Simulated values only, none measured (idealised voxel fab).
process module | voxel trench capacitor
cross-section cut | 225 nm wide | cells 5 nm
A cross-section is a grid of square cells, given in bands from the top down. A band is one or more rows of cells.
Each band's line starts with the height of the band's top and of its bottom, in nm. Then come its materials from left to right, each with its width in nm. One material with "throughout" fills the band from edge to edge. "air" is empty space.
Height 0 is the level under which the wafer as received is all one material. The lowest band goes on downwards, as in "0 down".
A width such as "30 to 40" changes by the same amount from each row of cells to the next, from the band's top row to its bottom row.
"no change" after a step means that no cell of the cross-section changed.
closed voids: empty space of 8 cells or more with no open way to the top, each as width x height at its distance from the left edge, in nm
after a step's settings: what the simulator itself notes on the step
overlay nm, on a step with a mask: how far to the right of its planned place the mask lay; to the left if negative
plan
1 op RECEIVE | material Si
2 op CONFORMAL_DEP | material SiN | thk nm 10
3 op PATTERN | tone open | mask id TRENCH | material resist | width nm 25 | pitch nm 50 | thk nm 20 | overlay nm 0
4 op DIRECTIONAL_ETCH | etch materials SiN | depth nm 10
5 op DIRECTIONAL_ETCH | etch materials Si | depth nm 30
6 op STRIP | etch materials resist
7 op CONFORMAL_DEP | material Al2O3 | thk nm 5
8 op FILL_DEP | material polySi | thk nm 10
9 op CMP | height nm 10
as received, after step 1
  0 down: Si throughout
  closed voids: none
first wafer at the end, as planned
  10 to 0: SiN 50 | Al2O3 5 | polySi 15 | Al2O3 5 | SiN 25 | Al2O3 5 | polySi 15 | Al2O3 5 | SiN 25 | Al2O3 5 | polySi 15 | Al2O3 5 | SiN 50
  0 to -25: Si 50 | Al2O3 5 | polySi 15 | Al2O3 5 | Si 25 | Al2O3 5 | polySi 15 | Al2O3 5 | Si 25 | Al2O3 5 | polySi 15 | Al2O3 5 | Si 50
  -25 to -30: Si 50 | Al2O3 25 | Si 25 | Al2O3 25 | Si 25 | Al2O3 25 | Si 50
  -30 down: Si throughout
  closed voids: none
second wafer at the end: like start, like plan, one mistake
  25 to 15: polySi throughout
  15 to 10: Al2O3 55 | polySi 15 | Al2O3 35 | polySi 15 | Al2O3 35 | polySi 15 | Al2O3 55
  10 to 0: SiN 50 | Al2O3 5 | polySi 15 | Al2O3 5 | SiN 25 | Al2O3 5 | polySi 15 | Al2O3 5 | SiN 25 | Al2O3 5 | polySi 15 | Al2O3 5 | SiN 50
  0 to -25: Si 50 | Al2O3 5 | polySi 15 | Al2O3 5 | Si 25 | Al2O3 5 | polySi 15 | Al2O3 5 | Si 25 | Al2O3 5 | polySi 15 | Al2O3 5 | Si 50
  -25 to -30: Si 50 | Al2O3 25 | Si 25 | Al2O3 25 | Si 25 | Al2O3 25 | Si 50
  -30 down: Si throughout
  closed voids: none
what went wrong: step 9 was left out
at the end the second wafer has, in cells: 36 more of Al2O3 | 99 more of polySi
